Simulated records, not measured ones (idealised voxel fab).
Process module in this document: voxel trench capacitor
cross-section cut | 255 nm wide | cells 5 nm
In this document a cross-section is written as a grid of square cells. It is given as a series of bands, listed from the top down, and a band is one or more rows of cells. Band: top height; bottom height; in nm. Then, left to right: material with width in nm, for each material. "edge to edge": a single material spanning edge to edge. "empty": empty space. Beneath 0, the wafer as received is one material, and that level is where height counting begins. The lowest band goes on downward without a bottom; it is written like "0 nm and below". Note: "30->40" means the width goes from the first number (top row of the band) to the second number (bottom row) in equal steps per row of cells. Any step labelled "all unchanged" changed none of the cells in the cross-section. Empty spaces counting at least 8 cells and having no open way to the top are listed in "Catalogued sealed voids". The notation width x height at distance is used for each, the distance being from the left edge and all three values in nm. If you see something after the settings on a step's line, that's the simulator's own remark about that step. overlay nm: for a step with a mask, the amount by which the mask lay right of where it was planned; a negative amount means left of it.
[Process steps foreseen in the plan]
1) RECEIVE with material Si
2) CONFORMAL_DEP with material SiN, thk nm 10
3) PATTERN with tone open, mask id TRENCH, material resist, width nm 25, pitch nm 50, thk nm 20, overlay nm 0
4) DIRECTIONAL_ETCH with etch materials SiN, depth nm 10
5) DIRECTIONAL_ETCH with etch materials Si, depth nm 30
6) STRIP with etch materials resist
7) CONFORMAL_DEP with material Al2O3, thk nm 5
8) CONFORMAL_DEP with material TiN, thk nm 5
9) FILL_DEP with material W, thk nm 10
10) CMP with height nm 10
[Cross-section of the wafer as it came to us, i.e., already through step 1]
  0 nm and below  Si edge to edge
  Catalogued sealed voids: none
[First of two wafers, end-of-module section, run followed plan]
  10 nm to 0 nm  SiN (40), Al2O3 (5), TiN (5), W (5), TiN (5), Al2O3 (5), SiN (25), Al2O3 (5), TiN (5), W (5), TiN (5), Al2O3 (5), SiN (25), Al2O3 (5), TiN (5), W (5), TiN (5), Al2O3 (5), SiN (25), Al2O3 (5), TiN (5), W (5), TiN (5), Al2O3 (5), SiN (40)
  0 nm to -20 nm  Si (40), Al2O3 (5), TiN (5), W (5), TiN (5), Al2O3 (5), Si (25), Al2O3 (5), TiN (5), W (5), TiN (5), Al2O3 (5), Si (25), Al2O3 (5), TiN (5), W (5), TiN (5), Al2O3 (5), Si (25), Al2O3 (5), TiN (5), W (5), TiN (5), Al2O3 (5), Si (40)
  -20 nm to -25 nm  Si (40), Al2O3 (5), TiN (15), Al2O3 (5), Si (25), Al2O3 (5), TiN (15), Al2O3 (5), Si (25), Al2O3 (5), TiN (15), Al2O3 (5), Si (25), Al2O3 (5), TiN (15), Al2O3 (5), Si (40)
  -25 nm to -30 nm  Si (40), Al2O3 (25), Si (25), Al2O3 (25), Si (25), Al2O3 (25), Si (25), Al2O3 (25), Si (40)
  -30 nm and below  Si edge to edge
  Catalogued sealed voids: none
[Wafer two, sectioned after the module: the first wafer's start, the first wafer's plan, and one mistake in how it was run]
  10 nm to 0 nm  TiN edge to edge
  0 nm and below  Si edge to edge
  Catalogued sealed voids: none
Diagnosis: step 2 was processed under conditions differing from the plan, specifically as CONFORMAL_DEP with material TiN, thk nm 10
Count the cells at the end and the second wafer has more or fewer of some materials than the first: 76 fewer of Al2O3; 120 more of Si; 62 fewer of SiN; 42 more of TiN; 24 fewer of W
